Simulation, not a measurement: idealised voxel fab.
You're looking at the process module voxel wiring stack.
Shown is cross-section cut, with a width of 140 nm and square cells of size 5 nm.
In this document a cross-section is written as a grid of square cells. It is given as a series of bands, listed from the top down, and a band is one or more rows of cells. Read a band's entry like this: the first values are the height of its top and the height of its bottom in nm, and what follows is the sequence of materials from left to right, each with its width in nm. Note that "air" is empty space, and that a single material marked "all across" reaches across the band from edge to edge. For the purposes of this specification, 0 denotes the height below which the wafer in its as-received condition is composed wholly of one material, and the lowermost band, lacking a lower limit, extends downward without end, as expressed in "z 0 and below". Width: "30->40" (first number = top row, second number = bottom row, same change from row to row of cells). No cell of the cross-section changed in a step that is given as "no modifications". You'll see "Enclosed void inventory" listing empty spaces that have no way open to the top, as long as they're 8 cells or more; the notation is width x height at distance, where the distance is from the left edge, and all of it is in nm. Post-settings text on a step line: simulator's own remark regarding the step. If you see "overlay nm" on a step's line and that step has a mask, it's telling you how far right of where it was planned the mask ended up; a negative number means it went left instead.
The process steps that were planned are listed below:
1 RECEIVE: material Si
2 CONFORMAL_DEP: material SiO2, thk nm 10
3 DIRECTIONAL_DEP: material TiN, thk nm 5
4 DIRECTIONAL_DEP: material W, thk nm 25
5 MASKED_ETCH: tone cover, mask id METAL_1, width nm 25, pitch nm 45, etch materials W, depth nm 25, overlay nm 0
6 MASKED_ETCH: tone cover, mask id METAL_1, width nm 25, pitch nm 45, etch materials TiN, depth nm 5, overlay nm 0
7 FILL_DEP: material SiO2, thk nm 5
8 CMP: height nm 40
9 CONFORMAL_DEP: material SiCN, thk nm 5
10 DIRECTIONAL_DEP: material SiO2, thk nm 30
11 PATTERN: tone open, mask id METAL_2_HOLES, material resist, width nm 15, pitch nm 45, thk nm 20, overlay nm 0
12 DIRECTIONAL_ETCH: etch materials SiO2, depth nm 30
13 STRIP: etch materials resist
14 MASKED_ETCH: tone open, mask id METAL_2, width nm 25, pitch nm 45, etch materials SiO2, depth nm 20, overlay nm 0
15 MASKED_ETCH: tone open, mask id METAL_2, width nm 25, pitch nm 45, etch materials SiCN, depth nm 5, overlay nm 0
16 CONFORMAL_DEP: material TiN, thk nm 5
17 FILL_DEP: material Cu, thk nm 10
18 CMP: height nm 75
19 CONFORMAL_DEP: material SiCN, thk nm 5
20 DIRECTIONAL_DEP: material lowk, thk nm 10
21 MASKED_ETCH: tone open, mask id PLUG_2, width nm 15, pitch nm 45, etch materials lowk, depth nm 10, overlay nm 0
22 MASKED_ETCH: tone open, mask id PLUG_2, width nm 15, pitch nm 45, etch materials SiCN, depth nm 5, overlay nm 0
23 EPI: material Ru, thk nm 10
24 EPI: material Ru, thk nm 5
25 DIRECTIONAL_DEP: material TiN, thk nm 5
26 DIRECTIONAL_DEP: material W, thk nm 15
27 DIRECTIONAL_DEP: material aC, thk nm 15
28 PATTERN: tone cover, mask id METAL_3, material resist, width nm 25, pitch nm 45, thk nm 30, overlay nm 0
29 DIRECTIONAL_ETCH: etch materials aC, depth nm 15
30 STRIP: etch materials resist
31 DIRECTIONAL_ETCH: etch materials W, depth nm 15
32 DIRECTIONAL_ETCH: etch materials TiN, depth nm 5
33 STRIP: etch materials aC
34 CONFORMAL_DEP: material SiN, thk nm 5
35 FILL_DEP: material SiO2, thk nm 5
36 CMP: height nm 110
37 CONFORMAL_DEP: material SiCN, thk nm 5
First wafer of two (run as planned):
Wafer cross-section on receipt, i.e. after step 1:
	z 0 and below  Si all across
	Enclosed void inventory: none
Once step 2 is through, the wafer looks like this in cross-section:
	z 10 to 0  SiO2 all across
	Heights below 0 show no change.
Once step 3 is through, the wafer looks like this in cross-section:
	z 15 to 10  TiN all across
	Heights below 10 show no change.
Once step 4 is through, the wafer looks like this in cross-section:
	z 40 to 15  W all across
	Heights below 15 show no change.
Once step 5 is through, the wafer looks like this in cross-section:
	z 40 to 15  air: 35; W: 25; air: 20; W: 25; air: 35
	Heights below 15 show no change.
Once step 6 is through, the wafer looks like this in cross-section:
	z 40 to 15  air: 35; W: 25; air: 20; W: 25; air: 35
	z 15 to 10  air: 35; TiN: 25; air: 20; TiN: 25; air: 35
	Heights below 10 show no change.
Once step 7 is through, the wafer looks like this in cross-section:
	z 45 to 40  SiO2 all across
	z 40 to 15  SiO2: 35; W: 25; SiO2: 20; W: 25; SiO2: 35
	z 15 to 10  SiO2: 35; TiN: 25; SiO2: 20; TiN: 25; SiO2: 35
	Heights below 10 show no change.
Once step 8 is through, the wafer looks like this in cross-section:
	z 40 to 15  SiO2: 35; W: 25; SiO2: 20; W: 25; SiO2: 35
	Heights below 15 show no change.
Once step 9 is through, the wafer looks like this in cross-section:
	z 45 to 40  SiCN all across
	Heights below 40 show no change.
Once step 10 is through, the wafer looks like this in cross-section:
	z 75 to 45  SiO2 all across
	Heights below 45 show no change.
Once step 11 is through, the wafer looks like this in cross-section:
	z 95 to 75  resist: 35; air: 15; resist: 30; air: 15; resist: 45
	Heights below 75 show no change.
Once step 12 is through, the wafer looks like this in cross-section:
	z 95 to 75  resist: 35; air: 15; resist: 30; air: 15; resist: 45
	z 75 to 45  SiO2: 35; air: 15; SiO2: 30; air: 15; SiO2: 45
	Heights below 45 show no change.
Once step 13 is through, the wafer looks like this in cross-section:
	z 75 to 45  SiO2: 35; air: 15; SiO2: 30; air: 15; SiO2: 45
	Heights below 45 show no change.
Once step 14 is through, the wafer looks like this in cross-section:
	z 75 to 55  SiO2: 35; air: 25; SiO2: 20; air: 25; SiO2: 35
	Heights below 55 show no change.
Once step 15 is through, the wafer looks like this in cross-section:
	z 75 to 55  SiO2: 35; air: 25; SiO2: 20; air: 25; SiO2: 35
	z 55 to 45  SiO2: 35; air: 15; SiO2: 30; air: 15; SiO2: 45
	z 45 to 40  SiCN: 35; air: 15; SiCN: 30; air: 15; SiCN: 45
	Heights below 40 show no change.
Once step 16 is through, the wafer looks like this in cross-section:
	z 80 to 75  TiN: 40; air: 15; TiN: 30; air: 15; TiN: 40
	z 75 to 60  SiO2: 35; TiN: 5; air: 15; TiN: 5; SiO2: 20; TiN: 5; air: 15; TiN: 5; SiO2: 35
	z 60 to 55  SiO2: 35; TiN: 5; air: 5; TiN: 15; SiO2: 20; TiN: 5; air: 5; TiN: 15; SiO2: 35
	z 55 to 45  SiO2: 35; TiN: 5; air: 5; TiN: 5; SiO2: 30; TiN: 5; air: 5; TiN: 5; SiO2: 45
	z 45 to 40  SiCN: 35; TiN: 15; SiCN: 30; TiN: 15; SiCN: 45
	Heights below 40 show no change.
Once step 17 is through, the wafer looks like this in cross-section:
	z 90 to 80  Cu all across
	z 80 to 75  TiN: 40; Cu: 15; TiN: 30; Cu: 15; TiN: 40
	z 75 to 60  SiO2: 35; TiN: 5; Cu: 15; TiN: 5; SiO2: 20; TiN: 5; Cu: 15; TiN: 5; SiO2: 35
	z 60 to 55  SiO2: 35; TiN: 5; Cu: 5; TiN: 15; SiO2: 20; TiN: 5; Cu: 5; TiN: 15; SiO2: 35
	z 55 to 45  SiO2: 35; TiN: 5; Cu: 5; TiN: 5; SiO2: 30; TiN: 5; Cu: 5; TiN: 5; SiO2: 45
	Heights below 45 show no change.
Once step 18 is through, the wafer looks like this in cross-section:
	z 75 to 60  SiO2: 35; TiN: 5; Cu: 15; TiN: 5; SiO2: 20; TiN: 5; Cu: 15; TiN: 5; SiO2: 35
	Heights below 60 show no change.
Once step 19 is through, the wafer looks like this in cross-section:
	z 80 to 75  SiCN all across
	Heights below 75 show no change.
Once step 20 is through, the wafer looks like this in cross-section:
	z 90 to 80  lowk all across
	Heights below 80 show no change.
Once step 21 is through, the wafer looks like this in cross-section:
	z 90 to 80  lowk: 35; air: 15; lowk: 30; air: 15; lowk: 45
	Heights below 80 show no change.
Once step 22 is through, the wafer looks like this in cross-section:
	z 90 to 80  lowk: 35; air: 15; lowk: 30; air: 15; lowk: 45
	z 80 to 75  SiCN: 35; air: 15; SiCN: 30; air: 15; SiCN: 45
	Heights below 75 show no change.
Once step 23 is through, the wafer looks like this in cross-section:
	z 90 to 85  lowk: 35; air: 15; lowk: 30; air: 15; lowk: 45
	z 85 to 80  lowk: 35; Ru: 15; lowk: 30; Ru: 15; lowk: 45
	z 80 to 75  SiCN: 35; Ru: 15; SiCN: 30; Ru: 15; SiCN: 45
	Heights below 75 show no change.
Once step 24 is through, the wafer looks like this in cross-section:
	z 90 to 80  lowk: 35; Ru: 15; lowk: 30; Ru: 15; lowk: 45
	Heights below 80 show no change.
Once step 25 is through, the wafer looks like this in cross-section:
	z 95 to 90  TiN all across
	Heights below 90 show no change.
Once step 26 is through, the wafer looks like this in cross-section:
	z 110 to 95  W all across
	Heights below 95 show no change.
Once step 27 is through, the wafer looks like this in cross-section:
	z 125 to 110  aC all across
	Heights below 110 show no change.
Once step 28 is through, the wafer looks like this in cross-section:
	z 155 to 125  air: 35; resist: 25; air: 20; resist: 25; air: 35
	Heights below 125 show no change.
Once step 29 is through, the wafer looks like this in cross-section:
	z 140 to 125  air: 35; resist: 25; air: 20; resist: 25; air: 35
	z 125 to 110  air: 35; aC: 25; air: 20; aC: 25; air: 35
	Heights below 110 show no change.
Once step 30 is through, the wafer looks like this in cross-section:
	z 125 to 110  air: 35; aC: 25; air: 20; aC: 25; air: 35
	Heights below 110 show no change.
Once step 31 is through, the wafer looks like this in cross-section:
	z 125 to 110  air: 35; aC: 25; air: 20; aC: 25; air: 35
	z 110 to 95  air: 35; W: 25; air: 20; W: 25; air: 35
	Heights below 95 show no change.
Once step 32 is through, the wafer looks like this in cross-section:
	z 125 to 110  air: 35; aC: 25; air: 20; aC: 25; air: 35
	z 110 to 95  air: 35; W: 25; air: 20; W: 25; air: 35
	z 95 to 90  air: 35; TiN: 25; air: 20; TiN: 25; air: 35
	Heights below 90 show no change.
Once step 33 is through, the wafer looks like this in cross-section:
	z 110 to 95  air: 35; W: 25; air: 20; W: 25; air: 35
	Heights below 95 show no change.
Once step 34 is through, the wafer looks like this in cross-section:
	z 115 to 110  air: 30; SiN: 35; air: 10; SiN: 35; air: 30
	z 110 to 95  air: 30; SiN: 5; W: 25; SiN: 5; air: 10; SiN: 5; W: 25; SiN: 5; air: 30
	z 95 to 90  SiN: 35; TiN: 25; SiN: 20; TiN: 25; SiN: 35
	Heights below 90 show no change.
Once step 35 is through, the wafer looks like this in cross-section:
	z 120 to 115  SiO2 all across
	z 115 to 110  SiO2: 30; SiN: 35; SiO2: 10; SiN: 35; SiO2: 30
	z 110 to 95  SiO2: 30; SiN: 5; W: 25; SiN: 5; SiO2: 10; SiN: 5; W: 25; SiN: 5; SiO2: 30
	Heights below 95 show no change.
Once step 36 is through, the wafer looks like this in cross-section:
	z 110 to 95  SiO2: 30; SiN: 5; W: 25; SiN: 5; SiO2: 10; SiN: 5; W: 25; SiN: 5; SiO2: 30
	Heights below 95 show no change.
Once step 37 is through, the wafer looks like this in cross-section:
	z 115 to 110  SiCN all across
	Heights below 110 show no change.
Wafer two: like wafer one in start and plan, but with one mistake in execution; identical up to and including step 25:
Second wafer, sectioned view, at step 26's planned end time:
	z 110 to 95  Cu all across
	Heights below 95 show no change.
Second wafer, sectioned view, at step 27's planned end time:
	z 125 to 110  aC all across
	Heights below 110 show no change.
Second wafer, sectioned view, at step 28's planned end time:
	z 155 to 125  air: 35; resist: 25; air: 20; resist: 25; air: 35
	Heights below 125 show no change.
Second wafer, sectioned view, at step 29's planned end time:
	z 140 to 125  air: 35; resist: 25; air: 20; resist: 25; air: 35
	z 125 to 110  air: 35; aC: 25; air: 20; aC: 25; air: 35
	Heights below 110 show no change.
Second wafer, sectioned view, at step 30's planned end time:
	z 125 to 110  air: 35; aC: 25; air: 20; aC: 25; air: 35
	Heights below 110 show no change.
Second wafer, sectioned view, at step 31's planned end time: no modifications
Second wafer, sectioned view, at step 32's planned end time: no modifications
Second wafer, sectioned view, at step 33's planned end time:
	z 110 to 95  Cu all across
	Heights below 95 show no change.
Second wafer, sectioned view, at step 34's planned end time:
	z 115 to 110  SiN all across
	Heights below 110 show no change.
Second wafer, sectioned view, at step 35's planned end time:
	z 120 to 115  SiO2 all across
	Heights below 115 show no change.
Second wafer, sectioned view, at step 36's planned end time:
	z 110 to 95  Cu all across
	Heights below 95 show no change.
Second wafer, sectioned view, at step 37's planned end time:
	z 115 to 110  SiCN all across
	Heights below 110 show no change.
Misprocessing identified: step 26 was run on a setting that differed from the plan, and what really ran there is DIRECTIONAL_DEP: material Cu, thk nm 15
The second wafer ends with more or fewer cells of some materials than the first, per final count: Cu +84 | SiN -30 | SiO2 -42 | TiN +18 | W -30
